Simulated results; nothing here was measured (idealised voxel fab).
Process module heading - voxel spacer lines
The cross-section shown here is cut; it is 295 nm wide and divided into square cells measuring 5 nm on a side.
How to read a cross-section here: the picture is a grid of square cells, written as bands going from the top down, and any band can span one or more rows of cells.
Basically the band line says how high the top is and how high the bottom is, in nm, and then what's in it from left to right, every material with its width in nm. Empty space shows up as "air", and if a single material carries "throughout" it runs the full band edge to edge.
The reference from which all heights are counted is 0, the level beneath which the as-received wafer is entirely one material; the lowest band, having no lower bound, proceeds downward and is written after the example "0..down".
So if you see something like "30..40" for the width, read it as the top row of the band sitting at the first number and the bottom row at the second, with every row in between moving by the same amount as the last.
"everything unchanged" after a step means that no cell of the cross-section changed.
You'll see "Voids, fully enclosed" listing empty spaces that have no way open to the top, as long as they're 8 cells or more; the notation is width x height at distance, where the distance is from the left edge, and all of it is in nm.
The remark found on a step's line after its settings is issued by the simulator itself and pertains to that step.
overlay nm: on a step with a mask, how far right of its planned place the mask lay; negative means left.

Planned process steps
1 op RECEIVE | material Si
2 op CONFORMAL_DEP | material Al2O3 | thk nm 5
3 op DIRECTIONAL_DEP | material SiN | thk nm 15
4 op DIRECTIONAL_DEP | material aC | thk nm 20
5 op PATTERN | tone cover | mask id MANDREL | material resist | width nm 15 | pitch nm 60 | thk nm 25 | overlay nm 0
6 op DIRECTIONAL_ETCH | etch materials aC | depth nm 20
7 op STRIP | etch materials resist
8 op CONFORMAL_DEP | material SiO2 | thk nm 15
9 op DIRECTIONAL_ETCH | etch materials SiO2 | depth nm 15
10 op STRIP | etch materials aC
11 op DIRECTIONAL_ETCH | etch materials SiN | depth nm 15
12 op STRIP | etch materials SiO2
13 op FILL_DEP | material SiO2 | thk nm 10
14 op CMP | height nm 20

Wafer as received: cross-section following step 1
0..down = Si throughout
Voids, fully enclosed: none

The cross-section shown corresponds to the wafer at the conclusion of the module. The initial structure and the process plan are those presented above; however, one mistake occurred in executing the plan
20..5 = SiO2 95  SiN 15  SiO2 15  SiN 15  SiO2 15  SiN 15  SiO2 15  SiN 15  SiO2 95
5..0 = SiN throughout
0..down = Si throughout
Voids, fully enclosed: none
What was the processing mistake? step 2 ran differently from the plan; actual operation with settings: op CONFORMAL_DEP | material SiN | thk nm 5
